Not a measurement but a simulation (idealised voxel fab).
A process module follows: voxel spacer lines.
Section shown: cut. Width: 255 nm. Cell size: 5 nm, square.
In this document a cross-section is written as a grid of square cells. It is given as a series of bands, listed from the top down, and a band is one or more rows of cells. For a band, the entry starts with two heights in nm, that of the top and then that of the bottom, and carries on with the band's materials in order from left to right, each alongside its width in nm; the word "throughout" beside a single material means it fills the band edge to edge, and "blank" means empty space. We count height from 0. Below that, the starting wafer is all one material. The lowest band never ends at the bottom but goes on down; see "from 0 down" for how that is written. You'd read "30..40" like this: the band's top row of cells is as wide as the first number, its bottom row is as wide as the second, and going down, every row changes width by the same amount as the row before did. It should be understood that the words "everything unchanged", when stated for a given step, signify that the cross-section underwent no change in any of its cells during that step. "Enclosed internal cavities" enumerates empty spaces isolated from the top, with no open way to it, that contain at least 8 cells, giving each as width x height at distance from the left edge, all three in nm. Post-settings text on a step line: simulator's own remark regarding the step. For masked steps, "overlay nm" on the step line gives how far right of plan the mask actually lay; a minus sign means it lay to the left.

**Intended process steps**
step 1: RECEIVE [material Si]
step 2: CONFORMAL_DEP [material Al2O3] [thk nm 10]
step 3: DIRECTIONAL_DEP [material W] [thk nm 15]
step 4: DIRECTIONAL_DEP [material aC] [thk nm 30]
step 5: PATTERN [tone cover] [mask id MANDREL] [material resist] [width nm 25] [pitch nm 80] [thk nm 40] [overlay nm 0]
step 6: DIRECTIONAL_ETCH [etch materials aC] [depth nm 30]
step 7: STRIP [etch materials resist]
step 8: CONFORMAL_DEP [material SiN] [thk nm 15]
step 9: DIRECTIONAL_ETCH [etch materials SiN] [depth nm 15]
step 10: STRIP [etch materials aC]
step 11: DIRECTIONAL_ETCH [etch materials W] [depth nm 15]
step 12: STRIP [etch materials SiN]

**Cross-section of the incoming wafer, state after step 1**
from 0 down = Si throughout
Enclosed internal cavities: none

**Starting wafer: above. Plan: above. Run: one mistake. Cross-section after the module: below**
from 25 to 10 = 25 nm blank, then 15 nm W, then 20 nm blank, then 15 nm W, then 30 nm blank, then 15 nm W, then 20 nm blank, then 15 nm W, then 30 nm blank, then 15 nm W, then 20 nm blank, then 15 nm W, then 20 nm blank
from 10 to 0 = Al2O3 throughout
from 0 down = Si throughout
Enclosed internal cavities: none
Diagnosis: note that step 5 departed from the planned setting and was carried out as PATTERN [tone cover] [mask id MANDREL] [material resist] [width nm 20] [pitch nm 80] [thk nm 40] [overlay nm 0]
